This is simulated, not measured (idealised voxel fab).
process module | voxel self aligned vias
cross-section cut | 290 nm wide | cells 5 nm
A cross-section is a grid of square cells, given in bands from the top down. A band is one or more rows of cells.
Each band's line starts with the height of the band's top and of its bottom, in nm. Then come its materials from left to right, each with its width in nm. One material with "throughout" fills the band from edge to edge. "air" is empty space.
Height 0 is the level under which the wafer as received is all one material. The lowest band goes on downwards, as in "0 down".
A width such as "30 to 40" changes by the same amount from each row of cells to the next, from the band's top row to its bottom row.
"no change" after a step means that no cell of the cross-section changed.
closed voids: empty space of 8 cells or more with no open way to the top, each as width x height at its distance from the left edge, in nm
after a step's settings: what the simulator itself notes on the step
overlay nm, on a step with a mask: how far to the right of its planned place the mask lay; to the left if negative
plan
1 op RECEIVE | material Si
2 op CONFORMAL_DEP | material SiO2 | thk nm 15
3 op CONFORMAL_DEP | material SiCN | thk nm 5
4 op DIRECTIONAL_DEP | material SiO2 | thk nm 30
5 op PATTERN | tone open | mask id LINES | material resist | width nm 30 | pitch nm 60 | thk nm 20 | overlay nm 0
6 op DIRECTIONAL_ETCH | etch materials SiO2 | depth nm 30
7 op STRIP | etch materials resist
8 op CONFORMAL_DEP | material TiN | thk nm 5
9 op FILL_DEP | material Ru | thk nm 5
10 op CMP | height nm 50
11 op SELECTIVE_ETCH | etch materials W Ru TiN | depth nm 10
12 op FILL_DEP | material SiN | thk nm 10
13 op CMP | height nm 50
14 op DIRECTIONAL_DEP | material SiO2 | thk nm 20
15 op PATTERN | tone open | mask id VIAS | material resist | width nm 40 | pitch nm 60 | thk nm 20 | overlay nm -15
16 op DIRECTIONAL_ETCH | etch materials SiO2 | depth nm 20
17 op DIRECTIONAL_ETCH | etch materials SiN | depth nm 10
18 op STRIP | etch materials resist
19 op CONFORMAL_DEP | material TiN | thk nm 5
20 op FILL_DEP | material Ru | thk nm 5
21 op CMP | height nm 70
22 op CONFORMAL_DEP | material SiN | thk nm 5
varied across the wafers: overlay nm of step 15. The plan shows the first wafer's value. All wafers start alike
first wafer as received, after step 1
  0 down: Si throughout
  closed voids: none
each wafer at the end: cells of each material gained (+) or lost (-) since it was received, then its closed voids
overlay nm -15 | +68 Ru | +58 SiCN | +66 SiN | +618 SiO2 | +60 TiN | closed voids: none
overlay nm -10 | +72 Ru | +58 SiCN | +62 SiN | +618 SiO2 | +60 TiN | closed voids: none
overlay nm -5 | +76 Ru | +58 SiCN | +58 SiN | +618 SiO2 | +60 TiN | closed voids: none
overlay nm 0 | +76 Ru | +58 SiCN | +58 SiN | +618 SiO2 | +60 TiN | closed voids: none
overlay nm 5 | +76 Ru | +58 SiCN | +58 SiN | +618 SiO2 | +60 TiN | closed voids: none
overlay nm 10 | +72 Ru | +58 SiCN | +62 SiN | +618 SiO2 | +60 TiN | closed voids: none
overlay nm 15 | +68 Ru | +58 SiCN | +66 SiN | +618 SiO2 | +60 TiN | closed voids: none
